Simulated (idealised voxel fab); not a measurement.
process module | voxel gate over fins
cross-section cut | 245 nm wide | cells 5 nm
A cross-section is a grid of square cells, given in bands from the top down. A band is one or more rows of cells.
Each band's line starts with the height of the band's top and of its bottom, in nm. Then come its materials from left to right, each with its width in nm. One material with "throughout" fills the band from edge to edge. "air" is empty space.
Height 0 is the level under which the wafer as received is all one material. The lowest band goes on downwards, as in "0 down".
A width such as "30 to 40" changes by the same amount from each row of cells to the next, from the band's top row to its bottom row.
"no change" after a step means that no cell of the cross-section changed.
closed voids: empty space of 8 cells or more with no open way to the top, each as width x height at its distance from the left edge, in nm
after a step's settings: what the simulator itself notes on the step
overlay nm, on a step with a mask: how far to the right of its planned place the mask lay; to the left if negative
plan
1 op RECEIVE | material Si
2 op CONFORMAL_DEP | material SiN | thk nm 5
3 op MASKED_ETCH | tone cover | mask id FINS | width nm 15 | pitch nm 35 | etch materials SiN | depth nm 5 | overlay nm 0
4 op MASKED_ETCH | tone cover | mask id FINS | width nm 15 | pitch nm 35 | etch materials Si | depth nm 30 | overlay nm 0
5 op OXIDIZE | depth nm 5
6 op FILL_DEP | material SiO2 | thk nm 15
7 op CMP | height nm 5
8 op SELECTIVE_ETCH | etch materials SiO2 | depth nm 15
9 op STRIP | etch materials SiN
10 op CONFORMAL_DEP | material HfO2 | thk nm 5
11 op CONFORMAL_DEP | material TiN | thk nm 5
12 op FILL_DEP | material W | thk nm 15
13 op CMP | height nm 20
14 op CONFORMAL_DEP | material SiCN | thk nm 10
as received, after step 1
  0 down: Si throughout
  closed voids: none
first wafer at the end, as planned
  30 to 20: SiCN throughout
  20 to 10: W throughout
  10 to 5: W 75 | TiN 25 | W 10 | TiN 25 | W 10 | TiN 25 | W 75
  5 to 0: W 75 | TiN 5 | HfO2 15 | TiN 5 | W 10 | TiN 5 | HfO2 15 | TiN 5 | W 10 | TiN 5 | HfO2 15 | TiN 5 | W 75
  0 to -5: TiN 80 | HfO2 5 | Si 5 | HfO2 5 | TiN 20 | HfO2 5 | Si 5 | HfO2 5 | TiN 20 | HfO2 5 | Si 5 | HfO2 5 | TiN 80
  -5 to -10: HfO2 85 | Si 5 | HfO2 30 | Si 5 | HfO2 30 | Si 5 | HfO2 85
  -10 to -35: SiO2 85 | Si 5 | SiO2 30 | Si 5 | SiO2 30 | Si 5 | SiO2 85
  -35 down: Si throughout
  closed voids: none
second wafer at the end: like start, like plan, one mistake
  30 to 20: SiCN throughout
  20 to 10: W throughout
  10 to 5: W 75 | TiN 30 | W 5 | TiN 30 | W 5 | TiN 30 | W 70
  5 to 0: W 75 | TiN 5 | HfO2 20 | TiN 5 | W 5 | TiN 5 | HfO2 20 | TiN 5 | W 5 | TiN 5 | HfO2 20 | TiN 5 | W 70
  0 to -5: TiN 80 | HfO2 5 | Si 10 | HfO2 5 | TiN 15 | HfO2 5 | Si 10 | HfO2 5 | TiN 15 | HfO2 5 | Si 10 | HfO2 5 | TiN 75
  -5 to -10: HfO2 85 | Si 10 | HfO2 25 | Si 10 | HfO2 25 | Si 10 | HfO2 80
  -10 to -35: SiO2 85 | Si 10 | SiO2 25 | Si 10 | SiO2 25 | Si 10 | SiO2 80
  -35 down: Si throughout
  closed voids: none
what went wrong: step 3 ran as: op MASKED_ETCH | tone cover | mask id FINS | width nm 20 | pitch nm 35 | etch materials SiN | depth nm 5 | overlay nm 0
at the end the second wafer has, in cells: 21 more of Si | 15 fewer of SiO2 | 6 fewer of W
